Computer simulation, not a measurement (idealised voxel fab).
The document below concerns the process module designated voxel air gaps.
150 nm wide, 5 nm square cells: that's cross-section cut.
When this document writes out a cross-section, it uses a grid of square cells and lists it as bands, beginning at the top and moving down, with a band standing for one or more rows of cells.
For a band, the entry starts with two heights in nm, that of the top and then that of the bottom, and carries on with the band's materials in order from left to right, each alongside its width in nm; the word "all across" beside a single material means it fills the band edge to edge, and "air" means empty space.
Height reference: 0 = level under which incoming wafer is all one material. Lowest band: no bottom, runs on downward, e.g. "0 nm and below".
Think of "30->40" as a width that walks from the first number to the second as you go down the band, top row to bottom row, taking equal-sized steps from row to row.
Given "all unchanged" for a step, no cell of the cross-section differs between before and after that step.
Each empty space that has no open way to the top and spans at least 8 cells appears under "Closed cavity list" as width x height at distance, the distance counted from the left edge, all in nm.
after a step's settings: what the simulator itself notes on the step
overlay nm: how far to the right of its planned place the mask lay on this masked step (negative: to the left).

Process steps foreseen in the plan:
- 1: RECEIVE: material Si
- 2: CONFORMAL_DEP: material SiO2, thk nm 15
- 3: CONFORMAL_DEP: material SiN, thk nm 5
- 4: DIRECTIONAL_DEP: material SiO2, thk nm 35
- 5: MASKED_ETCH: tone open, mask id LINES, width nm 20, pitch nm 45, etch materials SiO2, depth nm 35, overlay nm 0
- 6: CONFORMAL_DEP: material TiN, thk nm 5
- 7: FILL_DEP: material Ru, thk nm 5
- 8: CMP: height nm 55
- 9: EPI: material Ru, thk nm 10
- 10: SELECTIVE_ETCH: etch materials SiO2, depth nm 45
- 11: CONFORMAL_DEP: material SiN, thk nm 5

First out of two wafers; run went to plan:

Cross-section: wafer on arrival = after step 1:
    0 nm and below: Si all across
    Closed cavity list: none

You're looking at a cross-section of the wafer after step 2:
    15 nm to 0 nm: SiO2 all across
    For the remainder of the cross-section, below 0, there is no change.

You're looking at a cross-section of the wafer after step 3:
    20 nm to 15 nm: SiN all across
    For the remainder of the cross-section, below 15, there is no change.

You're looking at a cross-section of the wafer after step 4:
    55 nm to 20 nm: SiO2 all across
    For the remainder of the cross-section, below 20, there is no change.

You're looking at a cross-section of the wafer after step 5:
    55 nm to 20 nm: 20 SiO2  20 air  25 SiO2  20 air  25 SiO2  20 air  20 SiO2
    For the remainder of the cross-section, below 20, there is no change.

You're looking at a cross-section of the wafer after step 6:
    60 nm to 55 nm: 25 TiN  10 air  35 TiN  10 air  35 TiN  10 air  25 TiN
    55 nm to 25 nm: 20 SiO2  5 TiN  10 air  5 TiN  25 SiO2  5 TiN  10 air  5 TiN  25 SiO2  5 TiN  10 air  5 TiN  20 SiO2
    25 nm to 20 nm: 20 SiO2  20 TiN  25 SiO2  20 TiN  25 SiO2  20 TiN  20 SiO2
    For the remainder of the cross-section, below 20, there is no change.

You're looking at a cross-section of the wafer after step 7:
    65 nm to 60 nm: Ru all across
    60 nm to 55 nm: 25 TiN  10 Ru  35 TiN  10 Ru  35 TiN  10 Ru  25 TiN
    55 nm to 25 nm: 20 SiO2  5 TiN  10 Ru  5 TiN  25 SiO2  5 TiN  10 Ru  5 TiN  25 SiO2  5 TiN  10 Ru  5 TiN  20 SiO2
    For the remainder of the cross-section, below 25, there is no change.

You're looking at a cross-section of the wafer after step 8:
    55 nm to 25 nm: 20 SiO2  5 TiN  10 Ru  5 TiN  25 SiO2  5 TiN  10 Ru  5 TiN  25 SiO2  5 TiN  10 Ru  5 TiN  20 SiO2
    For the remainder of the cross-section, below 25, there is no change.

You're looking at a cross-section of the wafer after step 9:
    65 nm to 55 nm: 10 air  40 Ru  5 air  40 Ru  5 air  40 Ru  10 air
    For the remainder of the cross-section, below 55, there is no change.

You're looking at a cross-section of the wafer after step 10:
    65 nm to 55 nm: 10 air  40 Ru  5 air  40 Ru  5 air  40 Ru  10 air
    55 nm to 25 nm: 20 air  5 TiN  10 Ru  5 TiN  25 air  5 TiN  10 Ru  5 TiN  25 air  5 TiN  10 Ru  5 TiN  20 air
    25 nm to 20 nm: 20 air  20 TiN  25 air  20 TiN  25 air  20 TiN  20 air
    For the remainder of the cross-section, below 20, there is no change.

You're looking at a cross-section of the wafer after step 11:
    70 nm to 65 nm: 5 air  140 SiN  5 air
    65 nm to 55 nm: 5 air  5 SiN  40 Ru  5 SiN  40 Ru  5 SiN  40 Ru  5 SiN  5 air
    55 nm to 50 nm: 5 air  15 SiN  5 TiN  10 Ru  5 TiN  25 SiN  5 TiN  10 Ru  5 TiN  25 SiN  5 TiN  10 Ru  5 TiN  15 SiN  5 air
    50 nm to 25 nm: 15 air  5 SiN  5 TiN  10 Ru  5 TiN  5 SiN  15 air  5 SiN  5 TiN  10 Ru  5 TiN  5 SiN  15 air  5 SiN  5 TiN  10 Ru  5 TiN  5 SiN  15 air
    25 nm to 20 nm: 20 SiN  20 TiN  25 SiN  20 TiN  25 SiN  20 TiN  20 SiN
    For the remainder of the cross-section, below 20, there is no change.
    Closed cavity list: 15 x 25 at 45; 15 x 25 at 90

Wafer two: like wafer one in start and plan, but with one mistake in execution; identical up to and including step 2:

At the planned end of step 3, the second wafer in cross-section:
    50 nm to 0 nm: SiO2 all across
    For the remainder of the cross-section, below 0, there is no change.

At the planned end of step 4, the second wafer in cross-section:
    55 nm to 50 nm: SiN all across
    For the remainder of the cross-section, below 50, there is no change.

At the planned end of step 5, the second wafer in cross-section: all unchanged

At the planned end of step 6, the second wafer in cross-section:
    60 nm to 55 nm: TiN all across
    For the remainder of the cross-section, below 55, there is no change.

At the planned end of step 7, the second wafer in cross-section:
    65 nm to 60 nm: Ru all across
    For the remainder of the cross-section, below 60, there is no change.

At the planned end of step 8, the second wafer in cross-section:
    55 nm to 50 nm: SiN all across
    For the remainder of the cross-section, below 50, there is no change.

At the planned end of step 9, the second wafer in cross-section: all unchanged

At the planned end of step 10, the second wafer in cross-section: all unchanged

At the planned end of step 11, the second wafer in cross-section:
    60 nm to 50 nm: SiN all across
    For the remainder of the cross-section, below 50, there is no change.
Error vs. plan: steps 3 and 4 got flipped, so each one ran where the other should have
FYI, end of process, the second wafer has more or fewer cells of some materials than the first: -84 Ru; -70 SiN; +210 SiO2; -48 TiN
Final observation: first wafer, 2 closed voids; second wafer, 0 closed voids.
